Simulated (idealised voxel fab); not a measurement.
voxel trench capacitor: a process module
Square cells of 5 nm make up the cross-section cut, whose width is 200 nm.
Throughout this document, each cross-section is represented as a grid of square cells and is presented as a sequence of bands enumerated from the top downward, where a band comprises one or more rows of cells. In this notation a band is specified by the heights of its top and bottom, in that order and in nm, after which its materials appear from left to right, each paired with its width in nm. The word "all across" attached to a single material means that material fills the band from edge to edge; the word "air" stands for empty space. It should be noted that heights are counted from 0, beneath which the wafer as supplied is of one material throughout, and that the lowest band possesses no lower boundary but continues downward, as written in "top 0, no bottom". Note: "30->40" means the width goes from the first number (top row of the band) to the second number (bottom row) in equal steps per row of cells. "no change" for a step: no cell of the cross-section changed in that step. Empty spaces counting at least 8 cells and having no open way to the top are listed in "Closed void inventory". The notation width x height at distance is used for each, the distance being from the left edge and all three values in nm. Heads up: the bit after the settings on a step's line is the simulator's remark on that step. The optional step-line setting "overlay nm" applies to steps with a mask and quantifies how far to the right of its planned location the mask lay, a negative value indicating leftward placement.

-- Planned step list for the process
1,RECEIVE (material Si)
2,CONFORMAL_DEP (material SiN; thk nm 10)
3,DIRECTIONAL_DEP (material aC; thk nm 10)
4,PATTERN (tone open; mask id TRENCH; material resist; width nm 25; pitch nm 45; thk nm 30; overlay nm 0)
5,DIRECTIONAL_ETCH (etch materials aC; depth nm 10)
6,STRIP (etch materials resist)
7,DIRECTIONAL_ETCH (etch materials SiN; depth nm 10)
8,DIRECTIONAL_ETCH (etch materials Si; depth nm 35)
9,STRIP (etch materials aC)
10,CONFORMAL_DEP (material SiO2; thk nm 5)
11,FILL_DEP (material polySi; thk nm 10)
12,CMP (height nm 10)

-- Below: the first of two wafers, run as planned

-- This is the cross-section of the wafer as we received it, i.e. after step 1
> top 0, no bottom: Si all across
> Closed void inventory: none

-- Cross-section of the wafer subsequent to step 2
> top 10, bottom 0: SiN all across
> For the remainder of the cross-section, below 0, there is no change.

-- Cross-section of the wafer subsequent to step 3
> top 20, bottom 10: aC all across
> For the remainder of the cross-section, below 10, there is no change.

-- Cross-section of the wafer subsequent to step 4
> top 50, bottom 20: resist=20 / air=25 / resist=20 / air=25 / resist=20 / air=25 / resist=20 / air=25 / resist=20
> For the remainder of the cross-section, below 20, there is no change.

-- Cross-section of the wafer subsequent to step 5
> top 40, bottom 20: resist=20 / air=25 / resist=20 / air=25 / resist=20 / air=25 / resist=20 / air=25 / resist=20
> top 20, bottom 10: aC=20 / air=25 / aC=20 / air=25 / aC=20 / air=25 / aC=20 / air=25 / aC=20
> For the remainder of the cross-section, below 10, there is no change.

-- Cross-section of the wafer subsequent to step 6
> top 20, bottom 10: aC=20 / air=25 / aC=20 / air=25 / aC=20 / air=25 / aC=20 / air=25 / aC=20
> For the remainder of the cross-section, below 10, there is no change.

-- Cross-section of the wafer subsequent to step 7
> top 20, bottom 10: aC=20 / air=25 / aC=20 / air=25 / aC=20 / air=25 / aC=20 / air=25 / aC=20
> top 10, bottom 0: SiN=20 / air=25 / SiN=20 / air=25 / SiN=20 / air=25 / SiN=20 / air=25 / SiN=20
> For the remainder of the cross-section, below 0, there is no change.

-- Cross-section of the wafer subsequent to step 8
> top 20, bottom 10: aC=20 / air=25 / aC=20 / air=25 / aC=20 / air=25 / aC=20 / air=25 / aC=20
> top 10, bottom 0: SiN=20 / air=25 / SiN=20 / air=25 / SiN=20 / air=25 / SiN=20 / air=25 / SiN=20
> top 0, bottom -35: Si=20 / air=25 / Si=20 / air=25 / Si=20 / air=25 / Si=20 / air=25 / Si=20
> For the remainder of the cross-section, below -35, there is no change.

-- Cross-section of the wafer subsequent to step 9
> top 10, bottom 0: SiN=20 / air=25 / SiN=20 / air=25 / SiN=20 / air=25 / SiN=20 / air=25 / SiN=20
> For the remainder of the cross-section, below 0, there is no change.

-- Cross-section of the wafer subsequent to step 10
> top 15, bottom 10: SiO2=25 / air=15 / SiO2=30 / air=15 / SiO2=30 / air=15 / SiO2=30 / air=15 / SiO2=25
> top 10, bottom 0: SiN=20 / SiO2=5 / air=15 / SiO2=5 / SiN=20 / SiO2=5 / air=15 / SiO2=5 / SiN=20 / SiO2=5 / air=15 / SiO2=5 / SiN=20 / SiO2=5 / air=15 / SiO2=5 / SiN=20
> top 0, bottom -30: Si=20 / SiO2=5 / air=15 / SiO2=5 / Si=20 / SiO2=5 / air=15 / SiO2=5 / Si=20 / SiO2=5 / air=15 / SiO2=5 / Si=20 / SiO2=5 / air=15 / SiO2=5 / Si=20
> top -30, bottom -35: Si=20 / SiO2=25 / Si=20 / SiO2=25 / Si=20 / SiO2=25 / Si=20 / SiO2=25 / Si=20
> For the remainder of the cross-section, below -35, there is no change.

-- Cross-section of the wafer subsequent to step 11
> top 25, bottom 15: polySi all across
> top 15, bottom 10: SiO2=25 / polySi=15 / SiO2=30 / polySi=15 / SiO2=30 / polySi=15 / SiO2=30 / polySi=15 / SiO2=25
> top 10, bottom 0: SiN=20 / SiO2=5 / polySi=15 / SiO2=5 / SiN=20 / SiO2=5 / polySi=15 / SiO2=5 / SiN=20 / SiO2=5 / polySi=15 / SiO2=5 / SiN=20 / SiO2=5 / polySi=15 / SiO2=5 / SiN=20
> top 0, bottom -30: Si=20 / SiO2=5 / polySi=15 / SiO2=5 / Si=20 / SiO2=5 / polySi=15 / SiO2=5 / Si=20 / SiO2=5 / polySi=15 / SiO2=5 / Si=20 / SiO2=5 / polySi=15 / SiO2=5 / Si=20
> For the remainder of the cross-section, below -30, there is no change.

-- Cross-section of the wafer subsequent to step 12
> top 10, bottom 0: SiN=20 / SiO2=5 / polySi=15 / SiO2=5 / SiN=20 / SiO2=5 / polySi=15 / SiO2=5 / SiN=20 / SiO2=5 / polySi=15 / SiO2=5 / SiN=20 / SiO2=5 / polySi=15 / SiO2=5 / SiN=20
> For the remainder of the cross-section, below 0, there is no change.

-- Second of two: same start, same plan, one run error; steps up to and including 7 match the first

-- Second wafer, cut view, end of step 8 per plan
> top 20, bottom 10: aC=20 / air=25 / aC=20 / air=25 / aC=20 / air=25 / aC=20 / air=25 / aC=20
> top 10, bottom 0: SiN=20 / air=25 / SiN=20 / air=25 / SiN=20 / air=25 / SiN=20 / air=25 / SiN=20
> top 0, bottom -45: Si=20 / air=25 / Si=20 / air=25 / Si=20 / air=25 / Si=20 / air=25 / Si=20
> For the remainder of the cross-section, below -45, there is no change.

-- Second wafer, cut view, end of step 9 per plan
> top 10, bottom 0: SiN=20 / air=25 / SiN=20 / air=25 / SiN=20 / air=25 / SiN=20 / air=25 / SiN=20
> For the remainder of the cross-section, below 0, there is no change.

-- Second wafer, cut view, end of step 10 per plan
> top 15, bottom 10: SiO2=25 / air=15 / SiO2=30 / air=15 / SiO2=30 / air=15 / SiO2=30 / air=15 / SiO2=25
> top 10, bottom 0: SiN=20 / SiO2=5 / air=15 / SiO2=5 / SiN=20 / SiO2=5 / air=15 / SiO2=5 / SiN=20 / SiO2=5 / air=15 / SiO2=5 / SiN=20 / SiO2=5 / air=15 / SiO2=5 / SiN=20
> top 0, bottom -40: Si=20 / SiO2=5 / air=15 / SiO2=5 / Si=20 / SiO2=5 / air=15 / SiO2=5 / Si=20 / SiO2=5 / air=15 / SiO2=5 / Si=20 / SiO2=5 / air=15 / SiO2=5 / Si=20
> top -40, bottom -45: Si=20 / SiO2=25 / Si=20 / SiO2=25 / Si=20 / SiO2=25 / Si=20 / SiO2=25 / Si=20
> For the remainder of the cross-section, below -45, there is no change.

-- Second wafer, cut view, end of step 11 per plan
> top 25, bottom 15: polySi all across
> top 15, bottom 10: SiO2=25 / polySi=15 / SiO2=30 / polySi=15 / SiO2=30 / polySi=15 / SiO2=30 / polySi=15 / SiO2=25
> top 10, bottom 0: SiN=20 / SiO2=5 / polySi=15 / SiO2=5 / SiN=20 / SiO2=5 / polySi=15 / SiO2=5 / SiN=20 / SiO2=5 / polySi=15 / SiO2=5 / SiN=20 / SiO2=5 / polySi=15 / SiO2=5 / SiN=20
> top 0, bottom -40: Si=20 / SiO2=5 / polySi=15 / SiO2=5 / Si=20 / SiO2=5 / polySi=15 / SiO2=5 / Si=20 / SiO2=5 / polySi=15 / SiO2=5 / Si=20 / SiO2=5 / polySi=15 / SiO2=5 / Si=20
> For the remainder of the cross-section, below -40, there is no change.

-- Second wafer, cut view, end of step 12 per plan
> top 10, bottom 0: SiN=20 / SiO2=5 / polySi=15 / SiO2=5 / SiN=20 / SiO2=5 / polySi=15 / SiO2=5 / SiN=20 / SiO2=5 / polySi=15 / SiO2=5 / SiN=20 / SiO2=5 / polySi=15 / SiO2=5 / SiN=20
> For the remainder of the cross-section, below 0, there is no change.
Heads up, the wafer didn't run the way we planned it: step 8 did not use the planned setting and instead ran as DIRECTIONAL_ETCH (etch materials Si; depth nm 45)
Final cells, second wafer relative to first, materials higher or lower: 40 fewer of Si; 16 more of SiO2; 24 more of polySi
